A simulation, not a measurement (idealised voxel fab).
The following process module bears the name voxel self aligned contacts.
In the cross-section labelled cut, the width is 250 nm and each square cell is 5 nm.
Just so we're on the same page, the cross-sections are grids of square cells, and they're listed out in bands top to bottom, each band one or more rows deep.
Basically the band line says how high the top is and how high the bottom is, in nm, and then what's in it from left to right, every material with its width in nm. Empty space shows up as "blank", and if a single material carries "throughout" it runs the full band edge to edge.
Height reference: 0 = level under which incoming wafer is all one material. Lowest band: no bottom, runs on downward, e.g. "0 -> down".
Note: "30..40" means the width goes from the first number (top row of the band) to the second number (bottom row) in equal steps per row of cells.
For the purposes of this document, the phrase "all unchanged" attached to a step denotes that no cell within the cross-section was modified by that step.
"Enclosed void listing" - sealed voids, min. 8 cells, no opening to top; format: width x height at distance (distance from left edge; nm throughout).
Post-settings text on a step line: simulator's own remark regarding the step.
overlay nm: step with mask; distance mask lay right of planned place; negative value = left of planned place.

# The following list gives the planned process steps
step 1: RECEIVE: material Si
step 2: OXIDIZE: depth nm 5
step 3: DIRECTIONAL_DEP: material polySi, thk nm 25
step 4: DIRECTIONAL_DEP: material SiN, thk nm 25
step 5: DIRECTIONAL_DEP: material aC, thk nm 15
step 6: PATTERN: tone cover, mask id GATE, material resist, width nm 25, pitch nm 65, thk nm 30, overlay nm 0
step 7: DIRECTIONAL_ETCH: etch materials aC, depth nm 15
step 8: STRIP: etch materials resist
step 9: DIRECTIONAL_ETCH: etch materials SiN, depth nm 25
step 10: DIRECTIONAL_ETCH: etch materials polySi, depth nm 25
step 11: STRIP: etch materials aC
step 12: CONFORMAL_DEP: material SiN, thk nm 10
step 13: DIRECTIONAL_ETCH: etch materials SiN, depth nm 10
step 14: FILL_DEP: material SiO2, thk nm 15
step 15: CMP: height nm 60
step 16: PATTERN: tone open, mask id CONTACT, material resist, width nm 50, pitch nm 65, thk nm 20, overlay nm 0
step 17: DIRECTIONAL_ETCH: etch materials SiO2, depth nm 65
step 18: STRIP: etch materials resist
step 19: CONFORMAL_DEP: material TiN, thk nm 5
step 20: FILL_DEP: material W, thk nm 5
step 21: CMP: height nm 60
step 22: CONFORMAL_DEP: material SiN, thk nm 5

# Account of the first of two wafers, which was processed as intended

# Cross-section of the wafer at receipt, which is the condition after step 1
* 0 -> down = Si throughout
* Enclosed void listing: none

# Wafer after step 2 (cross-section)
* 0 -> -5 = SiO2 throughout
* Below -5, no change.

# Wafer after step 3 (cross-section)
* 25 -> 0 = polySi throughout
* Below 0, no change.

# Wafer after step 4 (cross-section)
* 50 -> 25 = SiN throughout
* Below 25, no change.

# Wafer after step 5 (cross-section)
* 65 -> 50 = aC throughout
* Below 50, no change.

# Wafer after step 6 (cross-section)
* 95 -> 65 = blank: 45 / resist: 25 / blank: 40 / resist: 25 / blank: 40 / resist: 25 / blank: 50
* Below 65, no change.

# Wafer after step 7 (cross-section)
* 80 -> 65 = blank: 45 / resist: 25 / blank: 40 / resist: 25 / blank: 40 / resist: 25 / blank: 50
* 65 -> 50 = blank: 45 / aC: 25 / blank: 40 / aC: 25 / blank: 40 / aC: 25 / blank: 50
* Below 50, no change.

# Wafer after step 8 (cross-section)
* 65 -> 50 = blank: 45 / aC: 25 / blank: 40 / aC: 25 / blank: 40 / aC: 25 / blank: 50
* Below 50, no change.

# Wafer after step 9 (cross-section)
* 65 -> 50 = blank: 45 / aC: 25 / blank: 40 / aC: 25 / blank: 40 / aC: 25 / blank: 50
* 50 -> 25 = blank: 45 / SiN: 25 / blank: 40 / SiN: 25 / blank: 40 / SiN: 25 / blank: 50
* Below 25, no change.

# Wafer after step 10 (cross-section)
* 65 -> 50 = blank: 45 / aC: 25 / blank: 40 / aC: 25 / blank: 40 / aC: 25 / blank: 50
* 50 -> 25 = blank: 45 / SiN: 25 / blank: 40 / SiN: 25 / blank: 40 / SiN: 25 / blank: 50
* 25 -> 0 = blank: 45 / polySi: 25 / blank: 40 / polySi: 25 / blank: 40 / polySi: 25 / blank: 50
* Below 0, no change.

# Wafer after step 11 (cross-section)
* 50 -> 25 = blank: 45 / SiN: 25 / blank: 40 / SiN: 25 / blank: 40 / SiN: 25 / blank: 50
* Below 25, no change.

# Wafer after step 12 (cross-section)
* 60 -> 25 = blank: 35 / SiN: 45 / blank: 20 / SiN: 45 / blank: 20 / SiN: 45 / blank: 40
* 25 -> 10 = blank: 35 / SiN: 10 / polySi: 25 / SiN: 10 / blank: 20 / SiN: 10 / polySi: 25 / SiN: 10 / blank: 20 / SiN: 10 / polySi: 25 / SiN: 10 / blank: 40
* 10 -> 0 = SiN: 45 / polySi: 25 / SiN: 40 / polySi: 25 / SiN: 40 / polySi: 25 / SiN: 50
* Below 0, no change.

# Wafer after step 13 (cross-section)
* 50 -> 25 = blank: 35 / SiN: 45 / blank: 20 / SiN: 45 / blank: 20 / SiN: 45 / blank: 40
* 25 -> 0 = blank: 35 / SiN: 10 / polySi: 25 / SiN: 10 / blank: 20 / SiN: 10 / polySi: 25 / SiN: 10 / blank: 20 / SiN: 10 / polySi: 25 / SiN: 10 / blank: 40
* Below 0, no change.

# Wafer after step 14 (cross-section)
* 65 -> 50 = SiO2 throughout
* 50 -> 25 = SiO2: 35 / SiN: 45 / SiO2: 20 / SiN: 45 / SiO2: 20 / SiN: 45 / SiO2: 40
* 25 -> 0 = SiO2: 35 / SiN: 10 / polySi: 25 / SiN: 10 / SiO2: 20 / SiN: 10 / polySi: 25 / SiN: 10 / SiO2: 20 / SiN: 10 / polySi: 25 / SiN: 10 / SiO2: 40
* Below 0, no change.

# Wafer after step 15 (cross-section)
* 60 -> 50 = SiO2 throughout
* Below 50, no change.

# Wafer after step 16 (cross-section)
* 80 -> 60 = resist: 65 / blank: 50 / resist: 15 / blank: 50 / resist: 70
* Below 60, no change.

# Wafer after step 17 (cross-section)
* 80 -> 60 = resist: 65 / blank: 50 / resist: 15 / blank: 50 / resist: 70
* 60 -> 50 = SiO2: 65 / blank: 50 / SiO2: 15 / blank: 50 / SiO2: 70
* 50 -> 25 = SiO2: 35 / SiN: 45 / blank: 20 / SiN: 45 / blank: 20 / SiN: 45 / SiO2: 40
* 25 -> 0 = SiO2: 35 / SiN: 10 / polySi: 25 / SiN: 10 / blank: 20 / SiN: 10 / polySi: 25 / SiN: 10 / blank: 20 / SiN: 10 / polySi: 25 / SiN: 10 / SiO2: 40
* 0 -> -5 = SiO2: 80 / blank: 20 / SiO2: 45 / blank: 20 / SiO2: 85
* Below -5, no change.

# Wafer after step 18 (cross-section)
* 60 -> 50 = SiO2: 65 / blank: 50 / SiO2: 15 / blank: 50 / SiO2: 70
* Below 50, no change.

# Wafer after step 19 (cross-section)
* 65 -> 60 = TiN: 70 / blank: 40 / TiN: 25 / blank: 40 / TiN: 75
* 60 -> 50 = SiO2: 65 / TiN: 5..20 / blank: 40..10 / TiN: 5..20 / SiO2: 15 / TiN: 5..20 / blank: 40..10 / TiN: 5..20 / SiO2: 70
* 50 -> 25 = SiO2: 35 / SiN: 45 / TiN: 5 / blank: 10 / TiN: 5 / SiN: 45 / TiN: 5 / blank: 10 / TiN: 5 / SiN: 45 / SiO2: 40
* 25 -> 0 = SiO2: 35 / SiN: 10 / polySi: 25 / SiN: 10 / TiN: 5 / blank: 10 / TiN: 5 / SiN: 10 / polySi: 25 / SiN: 10 / TiN: 5 / blank: 10 / TiN: 5 / SiN: 10 / polySi: 25 / SiN: 10 / SiO2: 40
* 0 -> -5 = SiO2: 80 / TiN: 20 / SiO2: 45 / TiN: 20 / SiO2: 85
* Below -5, no change.

# Wafer after step 20 (cross-section)
* 70 -> 65 = W throughout
* 65 -> 60 = TiN: 70 / W: 40 / TiN: 25 / W: 40 / TiN: 75
* 60 -> 50 = SiO2: 65 / TiN: 5..20 / W: 40..10 / TiN: 5..20 / SiO2: 15 / TiN: 5..20 / W: 40..10 / TiN: 5..20 / SiO2: 70
* 50 -> 25 = SiO2: 35 / SiN: 45 / TiN: 5 / W: 10 / TiN: 5 / SiN: 45 / TiN: 5 / W: 10 / TiN: 5 / SiN: 45 / SiO2: 40
* 25 -> 0 = SiO2: 35 / SiN: 10 / polySi: 25 / SiN: 10 / TiN: 5 / W: 10 / TiN: 5 / SiN: 10 / polySi: 25 / SiN: 10 / TiN: 5 / W: 10 / TiN: 5 / SiN: 10 / polySi: 25 / SiN: 10 / SiO2: 40
* Below 0, no change.

# Wafer after step 21 (cross-section)
* 60 -> 50 = SiO2: 65 / TiN: 5..20 / W: 40..10 / TiN: 5..20 / SiO2: 15 / TiN: 5..20 / W: 40..10 / TiN: 5..20 / SiO2: 70
* Below 50, no change.

# Wafer after step 22 (cross-section)
* 65 -> 60 = SiN throughout
* Below 60, no change.

# Wafer two of the pair: same origin, same plan, one error during the run; identical to wafer one up to and including step 19

# Cross-section: second wafer, time at which step 20 was scheduled to end
* 70 -> 65 = aC throughout
* 65 -> 60 = TiN: 70 / aC: 40 / TiN: 25 / aC: 40 / TiN: 75
* 60 -> 50 = SiO2: 65 / TiN: 5..20 / aC: 40..10 / TiN: 5..20 / SiO2: 15 / TiN: 5..20 / aC: 40..10 / TiN: 5..20 / SiO2: 70
* 50 -> 25 = SiO2: 35 / SiN: 45 / TiN: 5 / aC: 10 / TiN: 5 / SiN: 45 / TiN: 5 / aC: 10 / TiN: 5 / SiN: 45 / SiO2: 40
* 25 -> 0 = SiO2: 35 / SiN: 10 / polySi: 25 / SiN: 10 / TiN: 5 / aC: 10 / TiN: 5 / SiN: 10 / polySi: 25 / SiN: 10 / TiN: 5 / aC: 10 / TiN: 5 / SiN: 10 / polySi: 25 / SiN: 10 / SiO2: 40
* Below 0, no change.

# Cross-section: second wafer, time at which step 21 was scheduled to end
* 60 -> 50 = SiO2: 65 / TiN: 5..20 / aC: 40..10 / TiN: 5..20 / SiO2: 15 / TiN: 5..20 / aC: 40..10 / TiN: 5..20 / SiO2: 70
* Below 50, no change.

# Cross-section: second wafer, time at which step 22 was scheduled to end
* 65 -> 60 = SiN throughout
* Below 60, no change.
Misprocessing identified: step 20 off recipe, ran as FILL_DEP: material aC, thk nm 5
The second wafer ends with more or fewer cells of some materials than the first, per final count: -60 W; +60 aC
